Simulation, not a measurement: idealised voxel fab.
Name of the process module below: voxel transistor to metal
The cross-section on display is named cut; it measures 185 nm wide, and its cells are 5 nm squares.
Heads up, the way a cross-section reads in here is a grid of square cells, handed over as bands from the top down, with every band being one or more rows of cells. Within each band entry, the heights of the top and of the bottom of the band appear first, in that order and in nm; the materials of the band then follow from left to right, each with its corresponding width in nm. The designation "everywhere" on a single material indicates that it fills the band from edge to edge; the designation "blank" indicates empty space. Measure heights from 0. That's the level where, below it, the as-received wafer is all one material. The lowest band is bottomless and extends downward; write it as in "0 and below". With a width like "30 to 40", each row of cells in the band differs from the next by the same amount, the top row carrying the first number and the bottom row the second. Take "no modification" at face value: in the step it is given for, the cross-section changed in none of its cells. "Closed void list" lists enclosed empty spaces (at least 8 cells, no open path upward to the top), each as width x height at distance from the left edge, in nm. Text after the settings on a step's line: the simulator's own remark on that step. overlay nm, on a step with a mask: how far to the right of its planned place the mask lay; to the left if negative.

-- Steps in the process plan
- 1: RECEIVE [material Si]
- 2: CONFORMAL_DEP [material SiO2] [thk nm 5]
- 3: CONFORMAL_DEP [material SiN] [thk nm 10]
- 4: PATTERN [tone cover] [mask id ACTIVE] [material resist] [width nm 85] [thk nm 20] [overlay nm 0]
- 5: DIRECTIONAL_ETCH [etch materials SiN] [depth nm 10]
- 6: DIRECTIONAL_ETCH [etch materials SiO2] [depth nm 5]
- 7: DIRECTIONAL_ETCH [etch materials Si] [depth nm 20]
- 8: STRIP [etch materials resist]
- 9: OXIDIZE [depth nm 5]
- 10: FILL_DEP [material SiO2] [thk nm 15]
- 11: CMP [height nm 15]
- 12: SELECTIVE_ETCH [etch materials SiO2] [depth nm 5]
- 13: STRIP [etch materials SiN]
- 14: SELECTIVE_ETCH [etch materials SiO2] [depth nm 5]
- 15: OXIDIZE [depth nm 5]
- 16: DIRECTIONAL_DEP [material polySi] [thk nm 25]
- 17: DIRECTIONAL_DEP [material SiCN] [thk nm 15]
- 18: DIRECTIONAL_DEP [material aC] [thk nm 10]
- 19: PATTERN [tone cover] [mask id GATE] [material resist] [width nm 15] [thk nm 25] [overlay nm 0]
- 20: DIRECTIONAL_ETCH [etch materials aC] [depth nm 10]
- 21: STRIP [etch materials resist]
- 22: DIRECTIONAL_ETCH [etch materials SiCN] [depth nm 25]
- 23: DIRECTIONAL_ETCH [etch materials polySi] [depth nm 35]
- 24: STRIP [etch materials aC]
- 25: CONFORMAL_DEP [material SiN] [thk nm 10]
- 26: DIRECTIONAL_ETCH [etch materials SiN] [depth nm 10]
- 27: DIRECTIONAL_ETCH [etch materials SiO2] [depth nm 5]
- 28: EPI [material SiGe] [thk nm 5]
- 29: FILL_DEP [material SiO2] [thk nm 10]
- 30: CMP [height nm 40]
- 31: DIRECTIONAL_DEP [material SiO2] [thk nm 15]
- 32: MASKED_ETCH [tone open] [mask id CONTACT] [width nm 15] [pitch nm 60] [etch materials SiO2] [depth nm 55] [overlay nm 0]
- 33: CONFORMAL_DEP [material TiN] [thk nm 5]
- 34: FILL_DEP [material W] [thk nm 5]
- 35: CMP [height nm 55]
- 36: CONFORMAL_DEP [material SiCN] [thk nm 5]
- 37: DIRECTIONAL_DEP [material SiO2] [thk nm 20]
- 38: PATTERN [tone open] [mask id METAL_1] [material resist] [width nm 15] [pitch nm 60] [thk nm 15] [overlay nm 0]
- 39: DIRECTIONAL_ETCH [etch materials SiO2] [depth nm 20]
- 40: DIRECTIONAL_ETCH [etch materials SiCN] [depth nm 5]
- 41: STRIP [etch materials resist]
- 42: CONFORMAL_DEP [material TiN] [thk nm 5]
- 43: FILL_DEP [material Cu] [thk nm 5]
- 44: CMP [height nm 80]
- 45: CONFORMAL_DEP [material SiN] [thk nm 5]

-- Cross-section of the wafer at receipt, which is the condition after step 1
* 0 and below: Si everywhere
* Closed void list: none

-- Cross-sectional image of the first of two wafers at the end of the module, the run having proceeded as planned
* 85 down to 80: SiN everywhere
* 80 down to 60: SiO2=55, then TiN=5, then Cu=5, then TiN=5, then SiO2=45, then TiN=5, then Cu=5, then TiN=5, then SiO2=55
* 60 down to 55: SiCN=55, then TiN=15, then SiCN=45, then TiN=15, then SiCN=55
* 55 down to 40: SiO2=55, then TiN=5, then W=5, then TiN=5, then SiO2=45, then TiN=5, then W=5, then TiN=5, then SiO2=55
* 40 down to 25: SiO2=55, then TiN=5, then W=5, then TiN=5, then SiO2=5, then SiN=10, then SiCN=15, then SiN=10, then SiO2=5, then TiN=5, then W=5, then TiN=5, then SiO2=55
* 25 down to 5: SiO2=55, then TiN=5, then W=5, then TiN=5, then SiO2=5, then SiN=10, then polySi=15, then SiN=10, then SiO2=5, then TiN=5, then W=5, then TiN=5, then SiO2=55
* 5 down to 0: SiO2=45, then SiN=10, then TiN=15, then SiO2=5, then SiN=10, then polySi=15, then SiN=10, then SiO2=5, then TiN=15, then SiN=10, then SiO2=45
* 0 down to -5: SiO2=55, then SiGe=20, then SiO2=35, then SiGe=20, then SiO2=55
* -5 down to -25: SiO2=55, then Si=75, then SiO2=55
* -25 and below: Si everywhere
* Closed void list: none

-- Cross-section of the latter of the two wafers at module completion. It had an identical start and an identical plan to the former; in running it, one mistake was made
* 85 down to 80: SiN everywhere
* 80 down to 60: SiO2=50, then TiN=5, then Cu=15, then TiN=5, then SiO2=35, then TiN=5, then Cu=15, then TiN=5, then SiO2=50
* 60 down to 55: SiCN=50, then TiN=25, then SiCN=35, then TiN=25, then SiCN=50
* 55 down to 40: SiO2=55, then TiN=5, then W=5, then TiN=5, then SiO2=45, then TiN=5, then W=5, then TiN=5, then SiO2=55
* 40 down to 25: SiO2=55, then TiN=5, then W=5, then TiN=5, then SiO2=5, then SiN=10, then SiCN=15, then SiN=10, then SiO2=5, then TiN=5, then W=5, then TiN=5, then SiO2=55
* 25 down to 5: SiO2=55, then TiN=5, then W=5, then TiN=5, then SiO2=5, then SiN=10, then polySi=15, then SiN=10, then SiO2=5, then TiN=5, then W=5, then TiN=5, then SiO2=55
* 5 down to 0: SiO2=45, then SiN=10, then TiN=15, then SiO2=5, then SiN=10, then polySi=15, then SiN=10, then SiO2=5, then TiN=15, then SiN=10, then SiO2=45
* 0 down to -5: SiO2=55, then SiGe=20, then SiO2=35, then SiGe=20, then SiO2=55
* -5 down to -25: SiO2=55, then Si=75, then SiO2=55
* -25 and below: Si everywhere
* Closed void list: none
Short version of what went wrong: in deviation from the planned setting, step 38 was conducted as PATTERN [tone open] [mask id METAL_1] [material resist] [width nm 25] [pitch nm 60] [thk nm 15] [overlay nm 0]
End check, counted in cells, second wafer has more or fewer of these materials than the first: Cu +16; SiCN -4; SiO2 -16; TiN +4
